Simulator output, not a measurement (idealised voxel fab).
The following process module bears the name voxel self aligned contacts.
Cross-section cut spans 165 nm and uses square cells 5 nm in size.
Throughout this document, each cross-section is represented as a grid of square cells and is presented as a sequence of bands enumerated from the top downward, where a band comprises one or more rows of cells. Read a band's entry like this: the first values are the height of its top and the height of its bottom in nm, and what follows is the sequence of materials from left to right, each with its width in nm. Note that "air" is empty space, and that a single material marked "everywhere" reaches across the band from edge to edge. The reference from which all heights are counted is 0, the level beneath which the as-received wafer is entirely one material; the lowest band, having no lower bound, proceeds downward and is written after the example "z 0 and below". Graded width ("30..40"): value in top row of band = first number; value in bottom row = second number; row-to-row change constant. Reading "everything unchanged" for a step: not a cell of the cross-section changed in it. You'll see "Enclosed void entries" listing empty spaces that have no way open to the top, as long as they're 8 cells or more; the notation is width x height at distance, where the distance is from the left edge, and all of it is in nm. If you see something after the settings on a step's line, that's the simulator's own remark about that step. The setting "overlay nm" may be written on the line of a step. When the step uses a mask, the value reports how far to the right of the planned place the mask lay, and a negative value reports that it lay to the left.
**Process steps - plan**
| 1 | RECEIVE, material Si |
| 2 | OXIDIZE, depth nm 5 |
| 3 | DIRECTIONAL_DEP, material polySi, thk nm 30 |
| 4 | DIRECTIONAL_DEP, material SiN, thk nm 20 |
| 5 | DIRECTIONAL_DEP, material aC, thk nm 15 |
| 6 | PATTERN, tone cover, mask id GATE, material resist, width nm 35, pitch nm 70, thk nm 30, overlay nm -15 |
| 7 | DIRECTIONAL_ETCH, etch materials aC, depth nm 15 |
| 8 | STRIP, etch materials resist |
| 9 | DIRECTIONAL_ETCH, etch materials SiN, depth nm 20 |
| 10 | DIRECTIONAL_ETCH, etch materials polySi, depth nm 30 |
| 11 | STRIP, etch materials aC |
| 12 | CONFORMAL_DEP, material SiN, thk nm 10 |
| 13 | DIRECTIONAL_ETCH, etch materials SiN, depth nm 10 |
| 14 | FILL_DEP, material SiO2, thk nm 15 |
| 15 | CMP, height nm 60 |
| 16 | DIRECTIONAL_DEP, material aC, thk nm 15 |
| 17 | PATTERN, tone open, mask id CONTACT, material resist, width nm 45, thk nm 30, overlay nm 0 |
| 18 | DIRECTIONAL_ETCH, etch materials aC, depth nm 15 |
| 19 | STRIP, etch materials resist |
| 20 | DIRECTIONAL_ETCH, etch materials SiO2, depth nm 65 |
| 21 | STRIP, etch materials aC |
| 22 | CONFORMAL_DEP, material TiN, thk nm 5 |
| 23 | FILL_DEP, material Ru, thk nm 10 |
| 24 | CMP, height nm 60 |
| 25 | CONFORMAL_DEP, material SiCN, thk nm 5 |
The value of overlay nm given for step 6 in the plan refers to the first wafer; the wafers vary in this setting and are alike at the start.
**Received condition of the first of several wafers, sectioned: post-step 1**
- z 0 and below | Si everywhere
- Enclosed void entries: none
**Wafer cross-section (first of several) - module end, post step 25 (last step)**
- z 65 to 60 | SiCN everywhere
- z 60 to 50 | SiO2 60 / TiN 5 / Ru 35..5 / TiN 5..35 / SiO2 60
- z 50 to 30 | SiO2 5 / SiN 55 / TiN 5 / Ru 5 / TiN 5 / SiN 55 / SiO2 35
- z 30 to 0 | SiO2 5 / SiN 10 / polySi 35 / SiN 10 / TiN 5 / Ru 5 / TiN 5 / SiN 10 / polySi 35 / SiN 10 / SiO2 35
- z 0 to -5 | SiO2 60 / TiN 15 / SiO2 90
- z -5 and below | Si everywhere
- Enclosed void entries: none
**Last-wafer cross-section at the end of the module**
- z 65 to 60 | SiCN everywhere
- z 60 to 50 | SiO2 60 / TiN 5..35 / Ru 35..5 / TiN 5 / SiO2 60
- z 50 to 30 | SiO2 35 / SiN 55 / TiN 5 / Ru 5 / TiN 5 / SiN 55 / SiO2 5
- z 30 to 0 | SiO2 35 / SiN 10 / polySi 35 / SiN 10 / TiN 5 / Ru 5 / TiN 5 / SiN 10 / polySi 35 / SiN 10 / SiO2 5
- z 0 to -5 | SiO2 90 / TiN 15 / SiO2 60
- z -5 and below | Si everywhere
- Enclosed void entries: none
**Below: a row per wafer. Contents at end of module: for every material, cells gained since receipt (+) or lost since receipt (-); then closed voids**
overlay nm -15; +18 Ru; -33 Si; +33 SiCN; +136 SiN; +158 SiO2; +33 TiN; +84 polySi; Enclosed void entries: none
overlay nm -10; +18 Ru; -33 Si; +33 SiCN; +136 SiN; +158 SiO2; +33 TiN; +84 polySi; Enclosed void entries: none
overlay nm -5; +18 Ru; -33 Si; +33 SiCN; +136 SiN; +158 SiO2; +33 TiN; +84 polySi; Enclosed void entries: none
overlay nm 0; +18 Ru; -33 Si; +33 SiCN; +136 SiN; +158 SiO2; +33 TiN; +84 polySi; Enclosed void entries: none
overlay nm 5; +18 Ru; -33 Si; +33 SiCN; +136 SiN; +158 SiO2; +33 TiN; +84 polySi; Enclosed void entries: none
overlay nm 10; +18 Ru; -33 Si; +33 SiCN; +136 SiN; +158 SiO2; +33 TiN; +84 polySi; Enclosed void entries: none
overlay nm 15; +18 Ru; -33 Si; +33 SiCN; +136 SiN; +158 SiO2; +33 TiN; +84 polySi; Enclosed void entries: none
